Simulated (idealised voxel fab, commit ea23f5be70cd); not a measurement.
Name of the process module below: voxel transistor to metal
This is section cut - it's 275 nm across, gridded in 5 nm square cells.
For the purposes of this document, a cross-section shall be understood as a grid of square cells, specified as bands listed in top-to-bottom order, each band consisting of one or more rows of cells. Read a band's entry like this: the first values are the height of its top and the height of its bottom in nm, and what follows is the sequence of materials from left to right, each with its width in nm. Note that "blank" is empty space, and that a single material marked "full width" reaches across the band from edge to edge. All heights in this document are referenced to 0, defined as the level beneath which the wafer, as received, consists entirely of one material. The lowest band is not bounded below; it extends indefinitely downward and is written in the form "from 0 down". When a width is written as two numbers, as in "30..40", the first number is the width in the top row of cells of the band and the second is the width in its bottom row, and the width changes by the same amount from each row to the next. A step reported as "nothing different" is a step in which no cell of the cross-section changed. If an empty space has no open way to the top and is at least 8 cells in size, "Sealed internal cavities" lists it, written width x height at distance, where distance is measured from the left edge and every value is in nm. Whatever follows a step's settings on its line is a remark the simulator itself makes about that step. "overlay nm" denotes, for a step that has a mask, the displacement of the mask to the right of its planned place, with negative values corresponding to the left.
## The process steps that were planned are listed below
| 1 | RECEIVE [material Si] |
| 2 | CONFORMAL_DEP [material SiO2] [thk nm 5] |
| 3 | CONFORMAL_DEP [material SiN] [thk nm 10] |
| 4 | PATTERN [tone cover] [mask id ACTIVE] [material resist] [width nm 105] [pitch nm 125] [thk nm 20] [overlay nm 0] |
| 5 | DIRECTIONAL_ETCH [etch materials SiN] [depth nm 10] |
| 6 | DIRECTIONAL_ETCH [etch materials SiO2] [depth nm 5] |
| 7 | DIRECTIONAL_ETCH [etch materials Si] [depth nm 30] |
| 8 | STRIP [etch materials resist] |
| 9 | FILL_DEP [material SiO2] [thk nm 15] |
| 10 | CMP [height nm 15] |
| 11 | SELECTIVE_ETCH [etch materials SiO2] [depth nm 5] |
| 12 | STRIP [etch materials SiN] |
| 13 | SELECTIVE_ETCH [etch materials SiO2] [depth nm 5] |
| 14 | OXIDIZE [depth nm 5] |
| 15 | DIRECTIONAL_DEP [material polySi] [thk nm 20] |
| 16 | DIRECTIONAL_DEP [material SiCN] [thk nm 10] |
| 17 | PATTERN [tone cover] [mask id GATE] [material resist] [width nm 25] [pitch nm 125] [thk nm 20] [overlay nm 0] |
| 18 | DIRECTIONAL_ETCH [etch materials SiCN] [depth nm 20] |
| 19 | DIRECTIONAL_ETCH [etch materials polySi] [depth nm 30] |
| 20 | STRIP [etch materials resist] |
| 21 | CONFORMAL_DEP [material SiN] [thk nm 10] |
| 22 | DIRECTIONAL_ETCH [etch materials SiN] [depth nm 10] |
| 23 | DIRECTIONAL_ETCH [etch materials SiO2] [depth nm 5] |
| 24 | DIRECTIONAL_ETCH [etch materials Si] [depth nm 10] |
| 25 | EPI [material SiGe] [thk nm 15] |
| 26 | FILL_DEP [material SiO2] [thk nm 5] |
| 27 | CMP [height nm 30] |
| 28 | DIRECTIONAL_DEP [material SiO2] [thk nm 15] |
| 29 | DIRECTIONAL_DEP [material aC] [thk nm 10] |
| 30 | PATTERN [tone open] [mask id CONTACT] [material resist] [width nm 30] [thk nm 25] [overlay nm 0] |
| 31 | DIRECTIONAL_ETCH [etch materials aC] [depth nm 10] |
| 32 | STRIP [etch materials resist] |
| 33 | DIRECTIONAL_ETCH [etch materials SiO2] [depth nm 35] |
| 34 | STRIP [etch materials aC] |
| 35 | CONFORMAL_DEP [material TiN] [thk nm 5] |
| 36 | FILL_DEP [material W] [thk nm 5] |
| 37 | CMP [height nm 45] |
| 38 | CONFORMAL_DEP [material SiCN] [thk nm 5] |
| 39 | DIRECTIONAL_DEP [material lowk] [thk nm 15] |
| 40 | MASKED_ETCH [tone open] [mask id METAL_1] [width nm 20] [etch materials lowk] [depth nm 15] [overlay nm 0] |
| 41 | MASKED_ETCH [tone open] [mask id METAL_1] [width nm 20] [etch materials SiCN] [depth nm 5] [overlay nm 0] |
| 42 | CONFORMAL_DEP [material TiN] [thk nm 5] |
| 43 | FILL_DEP [material Ru] [thk nm 5] |
| 44 | CMP [height nm 65] |
| 45 | CONFORMAL_DEP [material SiN] [thk nm 5] |
## Cross-section: wafer on arrival = after step 1
	from 0 down | Si full width
	Sealed internal cavities: none
## End-of-module XS, first of two wafers, run as planned
	from 70 to 65 | SiN full width
	from 65 to 50 | lowk: 25; TiN: 5; Ru: 10; TiN: 5; lowk: 55; TiN: 5; Ru: 10; TiN: 5; lowk: 30; TiN: 5; Ru: 10; TiN: 5; lowk: 55; TiN: 5; Ru: 10; TiN: 5; lowk: 30
	from 50 to 45 | SiCN: 25; TiN: 20; SiCN: 55; TiN: 20; SiCN: 30; TiN: 20; SiCN: 55; TiN: 20; SiCN: 30
	from 45 to 35 | SiO2: 25; TiN: 5; W: 20; TiN: 5; SiO2: 35; TiN: 5; W: 20; TiN: 5; SiO2: 30; TiN: 5; W: 20; TiN: 5; SiO2: 35; TiN: 5; W: 20; TiN: 5; SiO2: 30
	from 35 to 30 | SiO2: 25; TiN: 5; W: 15; TiN: 10; SiO2: 35; TiN: 10; W: 15; TiN: 5; SiO2: 30; TiN: 5; W: 15; TiN: 10; SiO2: 35; TiN: 10; W: 15; TiN: 5; SiO2: 30
	from 30 to 20 | SiO2: 25; TiN: 5; W: 15; TiN: 5; SiN: 10; SiCN: 25; SiN: 10; TiN: 5; W: 15; TiN: 5; SiO2: 30; TiN: 5; W: 15; TiN: 5; SiN: 10; SiCN: 25; SiN: 10; TiN: 5; W: 15; TiN: 5; SiO2: 30
	from 20 to 15 | SiO2: 25; TiN: 5; W: 15; TiN: 5; SiN: 10; polySi: 25; SiN: 10; TiN: 5; W: 15; TiN: 5; SiO2: 30; TiN: 5; W: 15; TiN: 5; SiN: 10; polySi: 25; SiN: 10; TiN: 5; W: 15; TiN: 5; SiO2: 30
	from 15 to 10 | SiO2: 25; TiN: 25; SiN: 10; polySi: 25; SiN: 10; TiN: 25; SiO2: 30; TiN: 25; SiN: 10; polySi: 25; SiN: 10; TiN: 25; SiO2: 30
	from 10 to 5 | SiO2: 20; SiGe: 30; SiN: 10; polySi: 25; SiN: 10; SiGe: 30; SiO2: 20; SiGe: 30; SiN: 10; polySi: 25; SiN: 10; SiGe: 30; SiO2: 25
	from 5 to 0 | SiO2: 15; SiN: 10; SiGe: 25; SiN: 10; polySi: 25; SiN: 10; SiGe: 25; SiN: 10; SiO2: 10; SiN: 10; SiGe: 25; SiN: 10; polySi: 25; SiN: 10; SiGe: 25; SiN: 10; SiO2: 20
	from 0 to -5 | SiO2: 25; SiGe: 25; SiO2: 45; SiGe: 25; SiO2: 30; SiGe: 25; SiO2: 45; SiGe: 25; SiO2: 30
	from -5 to -15 | SiO2: 20; Si: 5; SiGe: 25; Si: 45; SiGe: 25; Si: 5; SiO2: 20; Si: 5; SiGe: 25; Si: 45; SiGe: 25; Si: 5; SiO2: 25
	from -15 to -30 | SiO2: 20; Si: 105; SiO2: 20; Si: 105; SiO2: 25
	from -30 down | Si full width
	Sealed internal cavities: none
## Cross-sectional view of the second of two wafers upon completion of the module. This wafer shared its starting condition and process plan with the first; one error was made during its execution
	from 70 to 65 | SiN full width
	from 65 to 50 | lowk: 25; TiN: 5; Ru: 10; TiN: 5; lowk: 55; TiN: 5; Ru: 10; TiN: 5; lowk: 30; TiN: 5; Ru: 10; TiN: 5; lowk: 55; TiN: 5; Ru: 10; TiN: 5; lowk: 30
	from 50 to 45 | SiCN: 25; TiN: 20; SiCN: 55; TiN: 20; SiCN: 30; TiN: 20; SiCN: 55; TiN: 20; SiCN: 30
	from 45 to 35 | SiO2: 25; TiN: 5; SiCN: 20; TiN: 5; SiO2: 35; TiN: 5; SiCN: 20; TiN: 5; SiO2: 30; TiN: 5; SiCN: 20; TiN: 5; SiO2: 35; TiN: 5; SiCN: 20; TiN: 5; SiO2: 30
	from 35 to 30 | SiO2: 25; TiN: 5; SiCN: 15; TiN: 10; SiO2: 35; TiN: 10; SiCN: 15; TiN: 5; SiO2: 30; TiN: 5; SiCN: 15; TiN: 10; SiO2: 35; TiN: 10; SiCN: 15; TiN: 5; SiO2: 30
	from 30 to 20 | SiO2: 25; TiN: 5; SiCN: 15; TiN: 5; SiN: 10; SiCN: 25; SiN: 10; TiN: 5; SiCN: 15; TiN: 5; SiO2: 30; TiN: 5; SiCN: 15; TiN: 5; SiN: 10; SiCN: 25; SiN: 10; TiN: 5; SiCN: 15; TiN: 5; SiO2: 30
	from 20 to 15 | SiO2: 25; TiN: 5; SiCN: 15; TiN: 5; SiN: 10; polySi: 25; SiN: 10; TiN: 5; SiCN: 15; TiN: 5; SiO2: 30; TiN: 5; SiCN: 15; TiN: 5; SiN: 10; polySi: 25; SiN: 10; TiN: 5; SiCN: 15; TiN: 5; SiO2: 30
	from 15 to 10 | SiO2: 25; TiN: 25; SiN: 10; polySi: 25; SiN: 10; TiN: 25; SiO2: 30; TiN: 25; SiN: 10; polySi: 25; SiN: 10; TiN: 25; SiO2: 30
	from 10 to 5 | SiO2: 20; SiGe: 30; SiN: 10; polySi: 25; SiN: 10; SiGe: 30; SiO2: 20; SiGe: 30; SiN: 10; polySi: 25; SiN: 10; SiGe: 30; SiO2: 25
	from 5 to 0 | SiO2: 15; SiN: 10; SiGe: 25; SiN: 10; polySi: 25; SiN: 10; SiGe: 25; SiN: 10; SiO2: 10; SiN: 10; SiGe: 25; SiN: 10; polySi: 25; SiN: 10; SiGe: 25; SiN: 10; SiO2: 20
	from 0 to -5 | SiO2: 25; SiGe: 25; SiO2: 45; SiGe: 25; SiO2: 30; SiGe: 25; SiO2: 45; SiGe: 25; SiO2: 30
	from -5 to -15 | SiO2: 20; Si: 5; SiGe: 25; Si: 45; SiGe: 25; Si: 5; SiO2: 20; Si: 5; SiGe: 25; Si: 45; SiGe: 25; Si: 5; SiO2: 25
	from -15 to -30 | SiO2: 20; Si: 105; SiO2: 20; Si: 105; SiO2: 25
	from -30 down | Si full width
	Sealed internal cavities: none
Plan not followed: it should be noted that step 36 was executed with settings other than those planned, the operation and settings actually applied being FILL_DEP [material SiCN] [thk nm 5]
Final wafer comparison in cells, second versus first, more or fewer per material: SiCN +80; W -80
